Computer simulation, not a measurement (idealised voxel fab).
You're looking at the process module voxel double patterning.
Cross-sectional view cut (width: 165 nm; square cell size: 5 nm).
Format of a cross-section: grid, square cells. Given as bands. Order: top down. Band: one or more rows of cells. Basically the band line says how high the top is and how high the bottom is, in nm, and then what's in it from left to right, every material with its width in nm. Empty space shows up as "empty", and if a single material carries "edge to edge" it runs the full band edge to edge. Heads up on the height convention: 0 is the point under which the incoming wafer is all one material, and the lowest band has no bottom, it just keeps going down, like "from 0 down". The width entry "30->40" should be interpreted row by row: the top row of cells in the band takes the first number, the bottom row takes the second number, and the change between adjacent rows is uniform throughout. "stayed the same" for a step: no cell of the cross-section changed in that step. In the "Sealed-off cavities" entry, you get each enclosed empty space of 8 cells or more, one with no open way to the top, written width x height at distance, distance from the left edge, in nm. Anything after a step's settings on that line? It's the simulator's own note about the step. overlay nm: where the mask lay relative to plan, measured to the right, on steps with a mask; negatives go left.

Below is the list of planned process steps
1,RECEIVE: material Si
2,CONFORMAL_DEP: material SiO2, thk nm 10
3,DIRECTIONAL_DEP: material polySi, thk nm 15
4,DIRECTIONAL_DEP: material SiN, thk nm 10
5,DIRECTIONAL_DEP: material aC, thk nm 10
6,PATTERN: tone open, mask id FIRST, material resist, width nm 15, pitch nm 50, thk nm 30, overlay nm 0
7,DIRECTIONAL_ETCH: etch materials aC, depth nm 10
8,STRIP: etch materials resist
9,DIRECTIONAL_ETCH: etch materials SiN, depth nm 10
10,STRIP: etch materials aC
11,DIRECTIONAL_DEP: material aC, thk nm 10
12,PATTERN: tone open, mask id SECOND, material resist, width nm 15, pitch nm 50, thk nm 30, overlay nm 0
13,DIRECTIONAL_ETCH: etch materials aC, depth nm 10
14,STRIP: etch materials resist
15,DIRECTIONAL_ETCH: etch materials SiN, depth nm 10
16,STRIP: etch materials aC
17,DIRECTIONAL_ETCH: etch materials polySi, depth nm 15
18,STRIP: etch materials SiN

First of two wafers - as planned

Cross-section of the wafer upon arrival, representing the state reached after step 1
from 0 down | Si edge to edge
Sealed-off cavities: none

Upon completion of step 2, the wafer appears in cross-section as shown
from 10 to 0 | SiO2 edge to edge
Below 0 it's all the same as before, nothing changed down there.

Upon completion of step 3, the wafer appears in cross-section as shown
from 25 to 10 | polySi edge to edge
Below 10 it's all the same as before, nothing changed down there.

Upon completion of step 4, the wafer appears in cross-section as shown
from 35 to 25 | SiN edge to edge
Below 25 it's all the same as before, nothing changed down there.

Upon completion of step 5, the wafer appears in cross-section as shown
from 45 to 35 | aC edge to edge
Below 35 it's all the same as before, nothing changed down there.

Upon completion of step 6, the wafer appears in cross-section as shown
from 75 to 45 | 25 nm resist, 15 nm empty, 35 nm resist, 15 nm empty, 35 nm resist, 15 nm empty, 25 nm resist
Below 45 it's all the same as before, nothing changed down there.

Upon completion of step 7, the wafer appears in cross-section as shown
from 65 to 45 | 25 nm resist, 15 nm empty, 35 nm resist, 15 nm empty, 35 nm resist, 15 nm empty, 25 nm resist
from 45 to 35 | 25 nm aC, 15 nm empty, 35 nm aC, 15 nm empty, 35 nm aC, 15 nm empty, 25 nm aC
Below 35 it's all the same as before, nothing changed down there.

Upon completion of step 8, the wafer appears in cross-section as shown
from 45 to 35 | 25 nm aC, 15 nm empty, 35 nm aC, 15 nm empty, 35 nm aC, 15 nm empty, 25 nm aC
Below 35 it's all the same as before, nothing changed down there.

Upon completion of step 9, the wafer appears in cross-section as shown
from 45 to 35 | 25 nm aC, 15 nm empty, 35 nm aC, 15 nm empty, 35 nm aC, 15 nm empty, 25 nm aC
from 35 to 25 | 25 nm SiN, 15 nm empty, 35 nm SiN, 15 nm empty, 35 nm SiN, 15 nm empty, 25 nm SiN
Below 25 it's all the same as before, nothing changed down there.

Upon completion of step 10, the wafer appears in cross-section as shown
from 35 to 25 | 25 nm SiN, 15 nm empty, 35 nm SiN, 15 nm empty, 35 nm SiN, 15 nm empty, 25 nm SiN
Below 25 it's all the same as before, nothing changed down there.

Upon completion of step 11, the wafer appears in cross-section as shown
from 45 to 35 | 25 nm aC, 15 nm empty, 35 nm aC, 15 nm empty, 35 nm aC, 15 nm empty, 25 nm aC
from 35 to 25 | 25 nm SiN, 15 nm aC, 35 nm SiN, 15 nm aC, 35 nm SiN, 15 nm aC, 25 nm SiN
Below 25 it's all the same as before, nothing changed down there.

Upon completion of step 12, the wafer appears in cross-section as shown
from 75 to 45 | 50 nm resist, 15 nm empty, 35 nm resist, 15 nm empty, 50 nm resist
from 45 to 35 | 25 nm aC, 15 nm resist, 35 nm aC, 15 nm resist, 35 nm aC, 15 nm resist, 25 nm aC
Below 35 it's all the same as before, nothing changed down there.

Upon completion of step 13, the wafer appears in cross-section as shown
from 65 to 45 | 50 nm resist, 15 nm empty, 35 nm resist, 15 nm empty, 50 nm resist
from 45 to 35 | 25 nm aC, 15 nm resist, 10 nm aC, 15 nm empty, 10 nm aC, 15 nm resist, 10 nm aC, 15 nm empty, 10 nm aC, 15 nm resist, 25 nm aC
Below 35 it's all the same as before, nothing changed down there.

Upon completion of step 14, the wafer appears in cross-section as shown
from 45 to 35 | 25 nm aC, 15 nm empty, 10 nm aC, 15 nm empty, 10 nm aC, 15 nm empty, 10 nm aC, 15 nm empty, 10 nm aC, 15 nm empty, 25 nm aC
Below 35 it's all the same as before, nothing changed down there.

Upon completion of step 15, the wafer appears in cross-section as shown
from 45 to 35 | 25 nm aC, 15 nm empty, 10 nm aC, 15 nm empty, 10 nm aC, 15 nm empty, 10 nm aC, 15 nm empty, 10 nm aC, 15 nm empty, 25 nm aC
from 35 to 25 | 25 nm SiN, 15 nm aC, 10 nm SiN, 15 nm empty, 10 nm SiN, 15 nm aC, 10 nm SiN, 15 nm empty, 10 nm SiN, 15 nm aC, 25 nm SiN
Below 25 it's all the same as before, nothing changed down there.

Upon completion of step 16, the wafer appears in cross-section as shown
from 35 to 25 | 25 nm SiN, 15 nm empty, 10 nm SiN, 15 nm empty, 10 nm SiN, 15 nm empty, 10 nm SiN, 15 nm empty, 10 nm SiN, 15 nm empty, 25 nm SiN
Below 25 it's all the same as before, nothing changed down there.

Upon completion of step 17, the wafer appears in cross-section as shown
from 35 to 25 | 25 nm SiN, 15 nm empty, 10 nm SiN, 15 nm empty, 10 nm SiN, 15 nm empty, 10 nm SiN, 15 nm empty, 10 nm SiN, 15 nm empty, 25 nm SiN
from 25 to 10 | 25 nm polySi, 15 nm empty, 10 nm polySi, 15 nm empty, 10 nm polySi, 15 nm empty, 10 nm polySi, 15 nm empty, 10 nm polySi, 15 nm empty, 25 nm polySi
Below 10 it's all the same as before, nothing changed down there.

Upon completion of step 18, the wafer appears in cross-section as shown
from 25 to 10 | 25 nm polySi, 15 nm empty, 10 nm polySi, 15 nm empty, 10 nm polySi, 15 nm empty, 10 nm polySi, 15 nm empty, 10 nm polySi, 15 nm empty, 25 nm polySi
Below 10 it's all the same as before, nothing changed down there.

Second wafer, same starting conditions and recipe as the first, one mistake in executing it, nothing differs from the first up to and including step 11

Cross-sectional representation of the second wafer at the time designated in the plan for the completion of step 12
from 75 to 45 | 50 nm resist, 20 nm empty, 30 nm resist, 20 nm empty, 45 nm resist
from 45 to 35 | 25 nm aC, 15 nm resist, 35 nm aC, 15 nm resist, 35 nm aC, 15 nm resist, 25 nm aC
Below 35 it's all the same as before, nothing changed down there.

Cross-sectional representation of the second wafer at the time designated in the plan for the completion of step 13
from 65 to 45 | 50 nm resist, 20 nm empty, 30 nm resist, 20 nm empty, 45 nm resist
from 45 to 35 | 25 nm aC, 15 nm resist, 10 nm aC, 20 nm empty, 5 nm aC, 15 nm resist, 10 nm aC, 20 nm empty, 5 nm aC, 15 nm resist, 25 nm aC
Below 35 it's all the same as before, nothing changed down there.

Cross-sectional representation of the second wafer at the time designated in the plan for the completion of step 14
from 45 to 35 | 25 nm aC, 15 nm empty, 10 nm aC, 20 nm empty, 5 nm aC, 15 nm empty, 10 nm aC, 20 nm empty, 5 nm aC, 15 nm empty, 25 nm aC
Below 35 it's all the same as before, nothing changed down there.

Cross-sectional representation of the second wafer at the time designated in the plan for the completion of step 15
from 45 to 35 | 25 nm aC, 15 nm empty, 10 nm aC, 20 nm empty, 5 nm aC, 15 nm empty, 10 nm aC, 20 nm empty, 5 nm aC, 15 nm empty, 25 nm aC
from 35 to 25 | 25 nm SiN, 15 nm aC, 10 nm SiN, 20 nm empty, 5 nm SiN, 15 nm aC, 10 nm SiN, 20 nm empty, 5 nm SiN, 15 nm aC, 25 nm SiN
Below 25 it's all the same as before, nothing changed down there.

Cross-sectional representation of the second wafer at the time designated in the plan for the completion of step 16
from 35 to 25 | 25 nm SiN, 15 nm empty, 10 nm SiN, 20 nm empty, 5 nm SiN, 15 nm empty, 10 nm SiN, 20 nm empty, 5 nm SiN, 15 nm empty, 25 nm SiN
Below 25 it's all the same as before, nothing changed down there.

Cross-sectional representation of the second wafer at the time designated in the plan for the completion of step 17
from 35 to 25 | 25 nm SiN, 15 nm empty, 10 nm SiN, 20 nm empty, 5 nm SiN, 15 nm empty, 10 nm SiN, 20 nm empty, 5 nm SiN, 15 nm empty, 25 nm SiN
from 25 to 10 | 25 nm polySi, 15 nm empty, 10 nm polySi, 20 nm empty, 5 nm polySi, 15 nm empty, 10 nm polySi, 20 nm empty, 5 nm polySi, 15 nm empty, 25 nm polySi
Below 10 it's all the same as before, nothing changed down there.

Cross-sectional representation of the second wafer at the time designated in the plan for the completion of step 18
from 25 to 10 | 25 nm polySi, 15 nm empty, 10 nm polySi, 20 nm empty, 5 nm polySi, 15 nm empty, 10 nm polySi, 20 nm empty, 5 nm polySi, 15 nm empty, 25 nm polySi
Below 10 it's all the same as before, nothing changed down there.
The mistake made against the process plan was this: off-plan run, step 12, actual operation and settings PATTERN: tone open, mask id SECOND, material resist, width nm 20, pitch nm 50, thk nm 30, overlay nm 0
In the final state, the cell counts of the second wafer exceed or fall short of those of the first for the following materials: -6 polySi
